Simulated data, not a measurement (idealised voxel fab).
process module | voxel transistor to metal
cross-section cut | 205 nm wide | cells 5 nm
A cross-section is a grid of square cells, given in bands from the top down. A band is one or more rows of cells.
Each band's line starts with the height of the band's top and of its bottom, in nm. Then come its materials from left to right, each with its width in nm. One material with "throughout" fills the band from edge to edge. "air" is empty space.
Height 0 is the level under which the wafer as received is all one material. The lowest band goes on downwards, as in "0 down".
A width such as "30 to 40" changes by the same amount from each row of cells to the next, from the band's top row to its bottom row.
"no change" after a step means that no cell of the cross-section changed.
closed voids: empty space of 8 cells or more with no open way to the top, each as width x height at its distance from the left edge, in nm
after a step's settings: what the simulator itself notes on the step
overlay nm, on a step with a mask: how far to the right of its planned place the mask lay; to the left if negative
plan
1 op RECEIVE | material Si
2 op CONFORMAL_DEP | material SiO2 | thk nm 5
3 op CONFORMAL_DEP | material SiN | thk nm 15
4 op PATTERN | tone cover | mask id ACTIVE | material resist | width nm 105 | thk nm 20 | overlay nm 0
5 op DIRECTIONAL_ETCH | etch materials SiN | depth nm 15
6 op DIRECTIONAL_ETCH | etch materials SiO2 | depth nm 5
7 op DIRECTIONAL_ETCH | etch materials Si | depth nm 30
8 op STRIP | etch materials resist
9 op OXIDIZE | depth nm 5
10 op FILL_DEP | material SiO2 | thk nm 15
11 op CMP | height nm 20
12 op SELECTIVE_ETCH | etch materials SiO2 | depth nm 15
13 op STRIP | etch materials SiN
14 op SELECTIVE_ETCH | etch materials SiO2 | depth nm 5
15 op OXIDIZE | depth nm 5
16 op DIRECTIONAL_DEP | material polySi | thk nm 25
17 op DIRECTIONAL_DEP | material SiCN | thk nm 10
18 op PATTERN | tone cover | mask id GATE | material resist | width nm 25 | thk nm 15 | overlay nm 0
19 op DIRECTIONAL_ETCH | etch materials SiCN | depth nm 20
20 op DIRECTIONAL_ETCH | etch materials polySi | depth nm 35
21 op STRIP | etch materials resist
22 op CONFORMAL_DEP | material SiN | thk nm 10
23 op DIRECTIONAL_ETCH | etch materials SiN | depth nm 10
24 op DIRECTIONAL_ETCH | etch materials SiO2 | depth nm 5
25 op EPI | material nSi | thk nm 5
26 op FILL_DEP | material SiO2 | thk nm 10
27 op CMP | height nm 25
28 op STRIP | etch materials polySi
29 op SELECTIVE_ETCH | etch materials SiO2 | depth nm 5
30 op CONFORMAL_DEP | material HfO2 | thk nm 5
31 op CONFORMAL_DEP | material TiN | thk nm 5
32 op FILL_DEP | material W | thk nm 10
33 op CMP | height nm 20
34 op DIRECTIONAL_DEP | material SiO2 | thk nm 15
35 op MASKED_ETCH | tone open | mask id CONTACT | width nm 15 | pitch nm 80 | etch materials SiO2 | depth nm 35 | overlay nm 0
36 op CONFORMAL_DEP | material TiN | thk nm 5
37 op FILL_DEP | material W | thk nm 5
38 op CMP | height nm 35
39 op DIRECTIONAL_DEP | material TiN | thk nm 5
40 op DIRECTIONAL_DEP | material W | thk nm 15
41 op DIRECTIONAL_DEP | material aC | thk nm 10
42 op PATTERN | tone cover | mask id METAL_1 | material resist | width nm 15 | pitch nm 80 | thk nm 25 | overlay nm 0
43 op DIRECTIONAL_ETCH | etch materials aC | depth nm 10
44 op STRIP | etch materials resist
45 op DIRECTIONAL_ETCH | etch materials W | depth nm 15
46 op DIRECTIONAL_ETCH | etch materials TiN | depth nm 5
47 op STRIP | etch materials aC
48 op CONFORMAL_DEP | material SiCN | thk nm 5
49 op FILL_DEP | material SiO2 | thk nm 10
50 op CMP | height nm 55
51 op CONFORMAL_DEP | material SiCN | thk nm 5
52 op DIRECTIONAL_DEP | material SiO2 | thk nm 30
53 op MASKED_ETCH | tone open | mask id METAL_2 | width nm 15 | pitch nm 80 | etch materials SiO2 | depth nm 20 | overlay nm 0
54 op DIRECTIONAL_DEP | material aC | thk nm 15
55 op PATTERN | tone open | mask id METAL_2_HOLES | material resist | width nm 15 | pitch nm 80 | thk nm 35 | overlay nm 0
56 op DIRECTIONAL_ETCH | etch materials aC | depth nm 15
57 op STRIP | etch materials resist
58 op DIRECTIONAL_ETCH | etch materials SiO2 | depth nm 10
59 op DIRECTIONAL_ETCH | etch materials SiCN | depth nm 5
60 op STRIP | etch materials aC
61 op CONFORMAL_DEP | material TiN | thk nm 5
62 op FILL_DEP | material Cu | thk nm 5
63 op CMP | height nm 90
64 op CONFORMAL_DEP | material SiCN | thk nm 5
first wafer, as planned
as received, after step 1
  0 down: Si throughout
  closed voids: none
after step 2
  5 to 0: SiO2 throughout
  below 0: unchanged
after step 3
  20 to 5: SiN throughout
  below 5: unchanged
after step 4
  40 to 20: air 50 | resist 105 | air 50
  below 20: unchanged
after step 5
  40 to 20: air 50 | resist 105 | air 50
  20 to 5: air 50 | SiN 105 | air 50
  below 5: unchanged
after step 6
  40 to 20: air 50 | resist 105 | air 50
  20 to 5: air 50 | SiN 105 | air 50
  5 to 0: air 50 | SiO2 105 | air 50
  below 0: unchanged
after step 7
  40 to 20: air 50 | resist 105 | air 50
  20 to 5: air 50 | SiN 105 | air 50
  5 to 0: air 50 | SiO2 105 | air 50
  0 to -30: air 50 | Si 105 | air 50
  below -30: unchanged
after step 8
  20 to 5: air 50 | SiN 105 | air 50
  below 5: unchanged
after step 9
  20 to 5: air 50 | SiN 105 | air 50
  5 to 0: air 50 | SiO2 105 | air 50
  0 to -30: air 50 | SiO2 5 | Si 95 | SiO2 5 | air 50
  -30 to -35: SiO2 55 | Si 95 | SiO2 55
  below -35: unchanged
after step 10
  35 to 20: SiO2 throughout
  20 to 5: SiO2 50 | SiN 105 | SiO2 50
  5 to 0: SiO2 throughout
  0 to -35: SiO2 55 | Si 95 | SiO2 55
  below -35: unchanged
after step 11
  20 to 5: SiO2 50 | SiN 105 | SiO2 50
  below 5: unchanged
after step 12
  20 to 5: air 50 | SiN 105 | air 50
  below 5: unchanged
after step 13
  5 to 0: SiO2 throughout
  below 0: unchanged
after step 14
  0 to -35: SiO2 55 | Si 95 | SiO2 55
  below -35: unchanged
after step 15
  0 to -5: SiO2 throughout
  below -5: unchanged
after step 16
  25 to 0: polySi throughout
  below 0: unchanged
after step 17
  35 to 25: SiCN throughout
  below 25: unchanged
after step 18
  50 to 35: air 90 | resist 25 | air 90
  below 35: unchanged
after step 19
  50 to 35: air 90 | resist 25 | air 90
  35 to 25: air 90 | SiCN 25 | air 90
  below 25: unchanged
after step 20
  50 to 35: air 90 | resist 25 | air 90
  35 to 25: air 90 | SiCN 25 | air 90
  25 to 0: air 90 | polySi 25 | air 90
  below 0: unchanged
after step 21
  35 to 25: air 90 | SiCN 25 | air 90
  below 25: unchanged
after step 22
  45 to 35: air 80 | SiN 45 | air 80
  35 to 25: air 80 | SiN 10 | SiCN 25 | SiN 10 | air 80
  25 to 10: air 80 | SiN 10 | polySi 25 | SiN 10 | air 80
  10 to 0: SiN 90 | polySi 25 | SiN 90
  below 0: unchanged
after step 23
  35 to 25: air 80 | SiN 10 | SiCN 25 | SiN 10 | air 80
  25 to 0: air 80 | SiN 10 | polySi 25 | SiN 10 | air 80
  below 0: unchanged
after step 24
  35 to 25: air 80 | SiN 10 | SiCN 25 | SiN 10 | air 80
  25 to 0: air 80 | SiN 10 | polySi 25 | SiN 10 | air 80
  0 to -5: air 80 | SiO2 45 | air 80
  below -5: unchanged
after step 25
  35 to 25: air 80 | SiN 10 | SiCN 25 | SiN 10 | air 80
  25 to 0: air 80 | SiN 10 | polySi 25 | SiN 10 | air 80
  0 to -5: air 50 | nSi 30 | SiO2 45 | nSi 30 | air 50
  below -5: unchanged
after step 26
  45 to 35: SiO2 throughout
  35 to 25: SiO2 80 | SiN 10 | SiCN 25 | SiN 10 | SiO2 80
  25 to 0: SiO2 80 | SiN 10 | polySi 25 | SiN 10 | SiO2 80
  0 to -5: SiO2 50 | nSi 30 | SiO2 45 | nSi 30 | SiO2 50
  below -5: unchanged
after step 27
  25 to 0: SiO2 80 | SiN 10 | polySi 25 | SiN 10 | SiO2 80
  below 0: unchanged
after step 28
  25 to 0: SiO2 80 | SiN 10 | air 25 | SiN 10 | SiO2 80
  below 0: unchanged
after step 29
  25 to 20: air 80 | SiN 10 | air 25 | SiN 10 | air 80
  20 to 0: SiO2 80 | SiN 10 | air 25 | SiN 10 | SiO2 80
  0 to -5: SiO2 50 | nSi 30 | SiO2 5 | air 35 | SiO2 5 | nSi 30 | SiO2 50
  below -5: unchanged
after step 30
  30 to 25: air 75 | HfO2 20 | air 15 | HfO2 20 | air 75
  25 to 20: HfO2 80 | SiN 10 | HfO2 5 | air 15 | HfO2 5 | SiN 10 | HfO2 80
  20 to 0: SiO2 80 | SiN 10 | HfO2 5 | air 15 | HfO2 5 | SiN 10 | SiO2 80
  0 to -5: SiO2 50 | nSi 30 | SiO2 5 | HfO2 35 | SiO2 5 | nSi 30 | SiO2 50
  below -5: unchanged
after step 31
  35 to 30: air 70 | TiN 30 | air 5 | TiN 30 | air 70
  30 to 25: TiN 75 | HfO2 20 | TiN 5 | air 5 | TiN 5 | HfO2 20 | TiN 75
  25 to 20: HfO2 80 | SiN 10 | HfO2 5 | TiN 5 | air 5 | TiN 5 | HfO2 5 | SiN 10 | HfO2 80
  20 to 5: SiO2 80 | SiN 10 | HfO2 5 | TiN 5 | air 5 | TiN 5 | HfO2 5 | SiN 10 | SiO2 80
  5 to 0: SiO2 80 | SiN 10 | HfO2 5 | TiN 15 | HfO2 5 | SiN 10 | SiO2 80
  below 0: unchanged
after step 32
  45 to 35: W throughout
  35 to 30: W 70 | TiN 30 | W 5 | TiN 30 | W 70
  30 to 25: TiN 75 | HfO2 20 | TiN 5 | W 5 | TiN 5 | HfO2 20 | TiN 75
  25 to 20: HfO2 80 | SiN 10 | HfO2 5 | TiN 5 | W 5 | TiN 5 | HfO2 5 | SiN 10 | HfO2 80
  20 to 5: SiO2 80 | SiN 10 | HfO2 5 | TiN 5 | W 5 | TiN 5 | HfO2 5 | SiN 10 | SiO2 80
  below 5: unchanged
after step 33
  20 to 5: SiO2 80 | SiN 10 | HfO2 5 | TiN 5 | W 5 | TiN 5 | HfO2 5 | SiN 10 | SiO2 80
  below 5: unchanged
after step 34
  35 to 20: SiO2 throughout
  below 20: unchanged
after step 35
  35 to 20: SiO2 55 | air 15 | SiO2 65 | air 15 | SiO2 55
  20 to 5: SiO2 55 | air 15 | SiO2 10 | SiN 10 | HfO2 5 | TiN 5 | W 5 | TiN 5 | HfO2 5 | SiN 10 | SiO2 10 | air 15 | SiO2 55
  5 to 0: SiO2 55 | air 15 | SiO2 10 | SiN 10 | HfO2 5 | TiN 15 | HfO2 5 | SiN 10 | SiO2 10 | air 15 | SiO2 55
  below 0: unchanged
after step 36
  40 to 35: TiN 60 | air 5 | TiN 75 | air 5 | TiN 60
  35 to 20: SiO2 55 | TiN 5 | air 5 | TiN 5 | SiO2 65 | TiN 5 | air 5 | TiN 5 | SiO2 55
  20 to 5: SiO2 55 | TiN 5 | air 5 | TiN 5 | SiO2 10 | SiN 10 | HfO2 5 | TiN 5 | W 5 | TiN 5 | HfO2 5 | SiN 10 | SiO2 10 | TiN 5 | air 5 | TiN 5 | SiO2 55
  5 to 0: SiO2 55 | TiN 15 | SiO2 10 | SiN 10 | HfO2 5 | TiN 15 | HfO2 5 | SiN 10 | SiO2 10 | TiN 15 | SiO2 55
  below 0: unchanged
after step 37
  45 to 40: W throughout
  40 to 35: TiN 60 | W 5 | TiN 75 | W 5 | TiN 60
  35 to 20: SiO2 55 | TiN 5 | W 5 | TiN 5 | SiO2 65 | TiN 5 | W 5 | TiN 5 | SiO2 55
  20 to 5: SiO2 55 | TiN 5 | W 5 | TiN 5 | SiO2 10 | SiN 10 | HfO2 5 | TiN 5 | W 5 | TiN 5 | HfO2 5 | SiN 10 | SiO2 10 | TiN 5 | W 5 | TiN 5 | SiO2 55
  below 5: unchanged
after step 38
  35 to 20: SiO2 55 | TiN 5 | W 5 | TiN 5 | SiO2 65 | TiN 5 | W 5 | TiN 5 | SiO2 55
  below 20: unchanged
after step 39
  40 to 35: TiN throughout
  below 35: unchanged
after step 40
  55 to 40: W throughout
  below 40: unchanged
after step 41
  65 to 55: aC throughout
  below 55: unchanged
after step 42
  90 to 65: air 55 | resist 15 | air 65 | resist 15 | air 55
  below 65: unchanged
after step 43
  80 to 65: air 55 | resist 15 | air 65 | resist 15 | air 55
  65 to 55: air 55 | aC 15 | air 65 | aC 15 | air 55
  below 55: unchanged
after step 44
  65 to 55: air 55 | aC 15 | air 65 | aC 15 | air 55
  below 55: unchanged
after step 45
  65 to 55: air 55 | aC 15 | air 65 | aC 15 | air 55
  55 to 40: air 55 | W 15 | air 65 | W 15 | air 55
  below 40: unchanged
after step 46
  65 to 55: air 55 | aC 15 | air 65 | aC 15 | air 55
  55 to 40: air 55 | W 15 | air 65 | W 15 | air 55
  40 to 35: air 55 | TiN 15 | air 65 | TiN 15 | air 55
  below 35: unchanged
after step 47
  55 to 40: air 55 | W 15 | air 65 | W 15 | air 55
  below 40: unchanged
after step 48
  60 to 55: air 50 | SiCN 25 | air 55 | SiCN 25 | air 50
  55 to 40: air 50 | SiCN 5 | W 15 | SiCN 5 | air 55 | SiCN 5 | W 15 | SiCN 5 | air 50
  40 to 35: SiCN 55 | TiN 15 | SiCN 65 | TiN 15 | SiCN 55
  below 35: unchanged
after step 49
  70 to 60: SiO2 throughout
  60 to 55: SiO2 50 | SiCN 25 | SiO2 55 | SiCN 25 | SiO2 50
  55 to 40: SiO2 50 | SiCN 5 | W 15 | SiCN 5 | SiO2 55 | SiCN 5 | W 15 | SiCN 5 | SiO2 50
  below 40: unchanged
after step 50
  55 to 40: SiO2 50 | SiCN 5 | W 15 | SiCN 5 | SiO2 55 | SiCN 5 | W 15 | SiCN 5 | SiO2 50
  below 40: unchanged
after step 51
  60 to 55: SiCN throughout
  below 55: unchanged
after step 52
  90 to 60: SiO2 throughout
  below 60: unchanged
after step 53
  90 to 70: SiO2 55 | air 15 | SiO2 65 | air 15 | SiO2 55
  below 70: unchanged
after step 54
  105 to 90: aC 55 | air 15 | aC 65 | air 15 | aC 55
  90 to 85: SiO2 55 | air 15 | SiO2 65 | air 15 | SiO2 55
  85 to 70: SiO2 55 | aC 15 | SiO2 65 | aC 15 | SiO2 55
  below 70: unchanged
after step 55
  140 to 105: resist 55 | air 15 | resist 65 | air 15 | resist 55
  below 105: unchanged
after step 56
  125 to 105: resist 55 | air 15 | resist 65 | air 15 | resist 55
  105 to 90: aC 55 | air 15 | aC 65 | air 15 | aC 55
  90 to 70: SiO2 55 | air 15 | SiO2 65 | air 15 | SiO2 55
  below 70: unchanged
after step 57
  105 to 90: aC 55 | air 15 | aC 65 | air 15 | aC 55
  below 90: unchanged
after step 58
  105 to 90: aC 55 | air 15 | aC 65 | air 15 | aC 55
  90 to 60: SiO2 55 | air 15 | SiO2 65 | air 15 | SiO2 55
  below 60: unchanged
after step 59
  105 to 90: aC 55 | air 15 | aC 65 | air 15 | aC 55
  90 to 60: SiO2 55 | air 15 | SiO2 65 | air 15 | SiO2 55
  60 to 55: SiCN 55 | air 15 | SiCN 65 | air 15 | SiCN 55
  below 55: unchanged
after step 60
  90 to 60: SiO2 55 | air 15 | SiO2 65 | air 15 | SiO2 55
  below 60: unchanged
after step 61
  95 to 90: TiN 60 | air 5 | TiN 75 | air 5 | TiN 60
  90 to 60: SiO2 55 | TiN 5 | air 5 | TiN 5 | SiO2 65 | TiN 5 | air 5 | TiN 5 | SiO2 55
  60 to 55: SiCN 55 | TiN 15 | SiCN 65 | TiN 15 | SiCN 55
  below 55: unchanged
after step 62
  100 to 95: Cu throughout
  95 to 90: TiN 60 | Cu 5 | TiN 75 | Cu 5 | TiN 60
  90 to 60: SiO2 55 | TiN 5 | Cu 5 | TiN 5 | SiO2 65 | TiN 5 | Cu 5 | TiN 5 | SiO2 55
  below 60: unchanged
after step 63
  90 to 60: SiO2 55 | TiN 5 | Cu 5 | TiN 5 | SiO2 65 | TiN 5 | Cu 5 | TiN 5 | SiO2 55
  below 60: unchanged
after step 64
  95 to 90: SiCN throughout
  below 90: unchanged
second wafer: like start, like plan, one mistake. Through step 3 it matches the first wafer
when step 4 should have ended
  40 to 20: air 50 | resist 110 | air 45
  below 20: unchanged
when step 5 should have ended
  40 to 20: air 50 | resist 110 | air 45
  20 to 5: air 50 | SiN 110 | air 45
  below 5: unchanged
when step 6 should have ended
  40 to 20: air 50 | resist 110 | air 45
  20 to 5: air 50 | SiN 110 | air 45
  5 to 0: air 50 | SiO2 110 | air 45
  below 0: unchanged
when step 7 should have ended
  40 to 20: air 50 | resist 110 | air 45
  20 to 5: air 50 | SiN 110 | air 45
  5 to 0: air 50 | SiO2 110 | air 45
  0 to -30: air 50 | Si 110 | air 45
  below -30: unchanged
when step 8 should have ended
  20 to 5: air 50 | SiN 110 | air 45
  below 5: unchanged
when step 9 should have ended
  20 to 5: air 50 | SiN 110 | air 45
  5 to 0: air 50 | SiO2 110 | air 45
  0 to -30: air 50 | SiO2 5 | Si 100 | SiO2 5 | air 45
  -30 to -35: SiO2 55 | Si 100 | SiO2 50
  below -35: unchanged
when step 10 should have ended
  35 to 20: SiO2 throughout
  20 to 5: SiO2 50 | SiN 110 | SiO2 45
  5 to 0: SiO2 throughout
  0 to -35: SiO2 55 | Si 100 | SiO2 50
  below -35: unchanged
when step 11 should have ended
  20 to 5: SiO2 50 | SiN 110 | SiO2 45
  below 5: unchanged
when step 12 should have ended
  20 to 5: air 50 | SiN 110 | air 45
  below 5: unchanged
when step 13 should have ended
  5 to 0: SiO2 throughout
  below 0: unchanged
when step 14 should have ended
  0 to -35: SiO2 55 | Si 100 | SiO2 50
  below -35: unchanged
when step 15 should have ended
  0 to -5: SiO2 throughout
  below -5: unchanged
when step 16 should have ended
  25 to 0: polySi throughout
  below 0: unchanged
when step 17 should have ended
  35 to 25: SiCN throughout
  below 25: unchanged
when step 18 should have ended
  50 to 35: air 90 | resist 25 | air 90
  below 35: unchanged
when step 19 should have ended
  50 to 35: air 90 | resist 25 | air 90
  35 to 25: air 90 | SiCN 25 | air 90
  below 25: unchanged
when step 20 should have ended
  50 to 35: air 90 | resist 25 | air 90
  35 to 25: air 90 | SiCN 25 | air 90
  25 to 0: air 90 | polySi 25 | air 90
  below 0: unchanged
when step 21 should have ended
  35 to 25: air 90 | SiCN 25 | air 90
  below 25: unchanged
when step 22 should have ended
  45 to 35: air 80 | SiN 45 | air 80
  35 to 25: air 80 | SiN 10 | SiCN 25 | SiN 10 | air 80
  25 to 10: air 80 | SiN 10 | polySi 25 | SiN 10 | air 80
  10 to 0: SiN 90 | polySi 25 | SiN 90
  below 0: unchanged
when step 23 should have ended
  35 to 25: air 80 | SiN 10 | SiCN 25 | SiN 10 | air 80
  25 to 0: air 80 | SiN 10 | polySi 25 | SiN 10 | air 80
  below 0: unchanged
when step 24 should have ended
  35 to 25: air 80 | SiN 10 | SiCN 25 | SiN 10 | air 80
  25 to 0: air 80 | SiN 10 | polySi 25 | SiN 10 | air 80
  0 to -5: air 80 | SiO2 45 | air 80
  below -5: unchanged
when step 25 should have ended
  35 to 25: air 80 | SiN 10 | SiCN 25 | SiN 10 | air 80
  25 to 0: air 80 | SiN 10 | polySi 25 | SiN 10 | air 80
  0 to -5: air 50 | nSi 30 | SiO2 45 | nSi 35 | air 45
  below -5: unchanged
when step 26 should have ended
  45 to 35: SiO2 throughout
  35 to 25: SiO2 80 | SiN 10 | SiCN 25 | SiN 10 | SiO2 80
  25 to 0: SiO2 80 | SiN 10 | polySi 25 | SiN 10 | SiO2 80
  0 to -5: SiO2 50 | nSi 30 | SiO2 45 | nSi 35 | SiO2 45
  below -5: unchanged
when step 27 should have ended
  25 to 0: SiO2 80 | SiN 10 | polySi 25 | SiN 10 | SiO2 80
  below 0: unchanged
when step 28 should have ended
  25 to 0: SiO2 80 | SiN 10 | air 25 | SiN 10 | SiO2 80
  below 0: unchanged
when step 29 should have ended
  25 to 20: air 80 | SiN 10 | air 25 | SiN 10 | air 80
  20 to 0: SiO2 80 | SiN 10 | air 25 | SiN 10 | SiO2 80
  0 to -5: SiO2 50 | nSi 30 | SiO2 5 | air 35 | SiO2 5 | nSi 35 | SiO2 45
  below -5: unchanged
when step 30 should have ended
  30 to 25: air 75 | HfO2 20 | air 15 | HfO2 20 | air 75
  25 to 20: HfO2 80 | SiN 10 | HfO2 5 | air 15 | HfO2 5 | SiN 10 | HfO2 80
  20 to 0: SiO2 80 | SiN 10 | HfO2 5 | air 15 | HfO2 5 | SiN 10 | SiO2 80
  0 to -5: SiO2 50 | nSi 30 | SiO2 5 | HfO2 35 | SiO2 5 | nSi 35 | SiO2 45
  below -5: unchanged
when step 31 should have ended
  35 to 30: air 70 | TiN 30 | air 5 | TiN 30 | air 70
  30 to 25: TiN 75 | HfO2 20 | TiN 5 | air 5 | TiN 5 | HfO2 20 | TiN 75
  25 to 20: HfO2 80 | SiN 10 | HfO2 5 | TiN 5 | air 5 | TiN 5 | HfO2 5 | SiN 10 | HfO2 80
  20 to 5: SiO2 80 | SiN 10 | HfO2 5 | TiN 5 | air 5 | TiN 5 | HfO2 5 | SiN 10 | SiO2 80
  5 to 0: SiO2 80 | SiN 10 | HfO2 5 | TiN 15 | HfO2 5 | SiN 10 | SiO2 80
  below 0: unchanged
when step 32 should have ended
  45 to 35: W throughout
  35 to 30: W 70 | TiN 30 | W 5 | TiN 30 | W 70
  30 to 25: TiN 75 | HfO2 20 | TiN 5 | W 5 | TiN 5 | HfO2 20 | TiN 75
  25 to 20: HfO2 80 | SiN 10 | HfO2 5 | TiN 5 | W 5 | TiN 5 | HfO2 5 | SiN 10 | HfO2 80
  20 to 5: SiO2 80 | SiN 10 | HfO2 5 | TiN 5 | W 5 | TiN 5 | HfO2 5 | SiN 10 | SiO2 80
  below 5: unchanged
when step 33 should have ended
  20 to 5: SiO2 80 | SiN 10 | HfO2 5 | TiN 5 | W 5 | TiN 5 | HfO2 5 | SiN 10 | SiO2 80
  below 5: unchanged
when step 34 should have ended
  35 to 20: SiO2 throughout
  below 20: unchanged
when step 35 should have ended
  35 to 20: SiO2 55 | air 15 | SiO2 65 | air 15 | SiO2 55
  20 to 5: SiO2 55 | air 15 | SiO2 10 | SiN 10 | HfO2 5 | TiN 5 | W 5 | TiN 5 | HfO2 5 | SiN 10 | SiO2 10 | air 15 | SiO2 55
  5 to 0: SiO2 55 | air 15 | SiO2 10 | SiN 10 | HfO2 5 | TiN 15 | HfO2 5 | SiN 10 | SiO2 10 | air 15 | SiO2 55
  below 0: unchanged
when step 36 should have ended
  40 to 35: TiN 60 | air 5 | TiN 75 | air 5 | TiN 60
  35 to 20: SiO2 55 | TiN 5 | air 5 | TiN 5 | SiO2 65 | TiN 5 | air 5 | TiN 5 | SiO2 55
  20 to 5: SiO2 55 | TiN 5 | air 5 | TiN 5 | SiO2 10 | SiN 10 | HfO2 5 | TiN 5 | W 5 | TiN 5 | HfO2 5 | SiN 10 | SiO2 10 | TiN 5 | air 5 | TiN 5 | SiO2 55
  5 to 0: SiO2 55 | TiN 15 | SiO2 10 | SiN 10 | HfO2 5 | TiN 15 | HfO2 5 | SiN 10 | SiO2 10 | TiN 15 | SiO2 55
  below 0: unchanged
when step 37 should have ended
  45 to 40: W throughout
  40 to 35: TiN 60 | W 5 | TiN 75 | W 5 | TiN 60
  35 to 20: SiO2 55 | TiN 5 | W 5 | TiN 5 | SiO2 65 | TiN 5 | W 5 | TiN 5 | SiO2 55
  20 to 5: SiO2 55 | TiN 5 | W 5 | TiN 5 | SiO2 10 | SiN 10 | HfO2 5 | TiN 5 | W 5 | TiN 5 | HfO2 5 | SiN 10 | SiO2 10 | TiN 5 | W 5 | TiN 5 | SiO2 55
  below 5: unchanged
when step 38 should have ended
  35 to 20: SiO2 55 | TiN 5 | W 5 | TiN 5 | SiO2 65 | TiN 5 | W 5 | TiN 5 | SiO2 55
  below 20: unchanged
when step 39 should have ended
  40 to 35: TiN throughout
  below 35: unchanged
when step 40 should have ended
  55 to 40: W throughout
  below 40: unchanged
when step 41 should have ended
  65 to 55: aC throughout
  below 55: unchanged
when step 42 should have ended
  90 to 65: air 55 | resist 15 | air 65 | resist 15 | air 55
  below 65: unchanged
when step 43 should have ended
  80 to 65: air 55 | resist 15 | air 65 | resist 15 | air 55
  65 to 55: air 55 | aC 15 | air 65 | aC 15 | air 55
  below 55: unchanged
when step 44 should have ended
  65 to 55: air 55 | aC 15 | air 65 | aC 15 | air 55
  below 55: unchanged
when step 45 should have ended
  65 to 55: air 55 | aC 15 | air 65 | aC 15 | air 55
  55 to 40: air 55 | W 15 | air 65 | W 15 | air 55
  below 40: unchanged
when step 46 should have ended
  65 to 55: air 55 | aC 15 | air 65 | aC 15 | air 55
  55 to 40: air 55 | W 15 | air 65 | W 15 | air 55
  40 to 35: air 55 | TiN 15 | air 65 | TiN 15 | air 55
  below 35: unchanged
when step 47 should have ended
  55 to 40: air 55 | W 15 | air 65 | W 15 | air 55
  below 40: unchanged
when step 48 should have ended
  60 to 55: air 50 | SiCN 25 | air 55 | SiCN 25 | air 50
  55 to 40: air 50 | SiCN 5 | W 15 | SiCN 5 | air 55 | SiCN 5 | W 15 | SiCN 5 | air 50
  40 to 35: SiCN 55 | TiN 15 | SiCN 65 | TiN 15 | SiCN 55
  below 35: unchanged
when step 49 should have ended
  70 to 60: SiO2 throughout
  60 to 55: SiO2 50 | SiCN 25 | SiO2 55 | SiCN 25 | SiO2 50
  55 to 40: SiO2 50 | SiCN 5 | W 15 | SiCN 5 | SiO2 55 | SiCN 5 | W 15 | SiCN 5 | SiO2 50
  below 40: unchanged
when step 50 should have ended
  55 to 40: SiO2 50 | SiCN 5 | W 15 | SiCN 5 | SiO2 55 | SiCN 5 | W 15 | SiCN 5 | SiO2 50
  below 40: unchanged
when step 51 should have ended
  60 to 55: SiCN throughout
  below 55: unchanged
when step 52 should have ended
  90 to 60: SiO2 throughout
  below 60: unchanged
when step 53 should have ended
  90 to 70: SiO2 55 | air 15 | SiO2 65 | air 15 | SiO2 55
  below 70: unchanged
when step 54 should have ended
  105 to 90: aC 55 | air 15 | aC 65 | air 15 | aC 55
  90 to 85: SiO2 55 | air 15 | SiO2 65 | air 15 | SiO2 55
  85 to 70: SiO2 55 | aC 15 | SiO2 65 | aC 15 | SiO2 55
  below 70: unchanged
when step 55 should have ended
  140 to 105: resist 55 | air 15 | resist 65 | air 15 | resist 55
  below 105: unchanged
when step 56 should have ended
  125 to 105: resist 55 | air 15 | resist 65 | air 15 | resist 55
  105 to 90: aC 55 | air 15 | aC 65 | air 15 | aC 55
  90 to 70: SiO2 55 | air 15 | SiO2 65 | air 15 | SiO2 55
  below 70: unchanged
when step 57 should have ended
  105 to 90: aC 55 | air 15 | aC 65 | air 15 | aC 55
  below 90: unchanged
when step 58 should have ended
  105 to 90: aC 55 | air 15 | aC 65 | air 15 | aC 55
  90 to 60: SiO2 55 | air 15 | SiO2 65 | air 15 | SiO2 55
  below 60: unchanged
when step 59 should have ended
  105 to 90: aC 55 | air 15 | aC 65 | air 15 | aC 55
  90 to 60: SiO2 55 | air 15 | SiO2 65 | air 15 | SiO2 55
  60 to 55: SiCN 55 | air 15 | SiCN 65 | air 15 | SiCN 55
  below 55: unchanged
when step 60 should have ended
  90 to 60: SiO2 55 | air 15 | SiO2 65 | air 15 | SiO2 55
  below 60: unchanged
when step 61 should have ended
  95 to 90: TiN 60 | air 5 | TiN 75 | air 5 | TiN 60
  90 to 60: SiO2 55 | TiN 5 | air 5 | TiN 5 | SiO2 65 | TiN 5 | air 5 | TiN 5 | SiO2 55
  60 to 55: SiCN 55 | TiN 15 | SiCN 65 | TiN 15 | SiCN 55
  below 55: unchanged
when step 62 should have ended
  100 to 95: Cu throughout
  95 to 90: TiN 60 | Cu 5 | TiN 75 | Cu 5 | TiN 60
  90 to 60: SiO2 55 | TiN 5 | Cu 5 | TiN 5 | SiO2 65 | TiN 5 | Cu 5 | TiN 5 | SiO2 55
  below 60: unchanged
when step 63 should have ended
  90 to 60: SiO2 55 | TiN 5 | Cu 5 | TiN 5 | SiO2 65 | TiN 5 | Cu 5 | TiN 5 | SiO2 55
  below 60: unchanged
when step 64 should have ended
  95 to 90: SiCN throughout
  below 90: unchanged
what went wrong: step 4 ran as: op PATTERN | tone cover | mask id ACTIVE | material resist | width nm 110 | thk nm 20 | overlay nm 0
at the end the second wafer has, in cells: 6 more of Si | 7 fewer of SiO2 | 1 more of nSi
